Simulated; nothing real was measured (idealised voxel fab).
Presented below is a process module, voxel tone inversion.
For reference, the cross-section in this document is cut, with width 140 nm and square cells of 5 nm.
Heads up, the way a cross-section reads in here is a grid of square cells, handed over as bands from the top down, with every band being one or more rows of cells. Band: top and bottom heights (nm) first, top before bottom; then materials from left to right, widths in nm. "all across" marks a sole material filling the band edge to edge. "blank" denotes empty space. Height reference: 0 = level under which incoming wafer is all one material. Lowest band: no bottom, runs on downward, e.g. "0 down". A width given as "30->40" starts at the first number in the band's top row and ends at the second number in its bottom row, shifting by an equal amount at every step from row to row. The designation "stayed the same", where it is given for a processing step, indicates that no cell of the cross-section was altered in the course of that step. "Enclosed cavity list" means: voids of 8 cells or more that are shut off from the top with no open way through. Written width x height at distance, distance from the left edge, in nm. after a step's settings: what the simulator itself notes on the step. You can add "overlay nm" to a step's line. For a step with a mask, it describes how far the mask lay to the right of its planned position, and a negative number describes a lay to the left.
**The steps planned for the process are as follows**
1 RECEIVE: material Si
2 CONFORMAL_DEP: material SiCN, thk nm 10
3 DIRECTIONAL_DEP: material aC, thk nm 20
4 PATTERN: tone cover, mask id POSTS, material resist, width nm 15, pitch nm 45, thk nm 30, overlay nm -15
5 DIRECTIONAL_ETCH: etch materials aC, depth nm 20
6 STRIP: etch materials resist
7 FILL_DEP: material lowk, thk nm 5
8 CMP: height nm 30
9 STRIP: etch materials aC
The overlay nm used in step 4 is not the same on every wafer, whereas the starting condition is; the value printed in the plan is the first wafer's.
**Cross-section of the first of several wafers on receipt, reflecting completion of step 1**
> 0 down | Si all across
> Enclosed cavity list: none
**End of the module, past its last step, step 9: how the first of several wafers looks in cross-section**
> 30 to 10 | lowk 25, blank 15, lowk 30, blank 15, lowk 55
> 10 to 0 | SiCN all across
> 0 down | Si all across
> Enclosed cavity list: none
**The last wafer as seen in cross-section at the end of the module**
> 30 to 10 | lowk 55, blank 15, lowk 30, blank 15, lowk 25
> 10 to 0 | SiCN all across
> 0 down | Si all across
> Enclosed cavity list: none
**Table: wafers, a row each; end-of-module cell change per material since receipt, gain (+), loss (-); then closed voids**
overlay nm -15 | +56 SiCN | +88 lowk | Enclosed cavity list: none
overlay nm -10 | +56 SiCN | +88 lowk | Enclosed cavity list: none
overlay nm -5 | +56 SiCN | +88 lowk | Enclosed cavity list: none
overlay nm 0 | +56 SiCN | +88 lowk | Enclosed cavity list: none
overlay nm 5 | +56 SiCN | +88 lowk | Enclosed cavity list: none
overlay nm 10 | +56 SiCN | +88 lowk | Enclosed cavity list: none
overlay nm 15 | +56 SiCN | +88 lowk | Enclosed cavity list: none
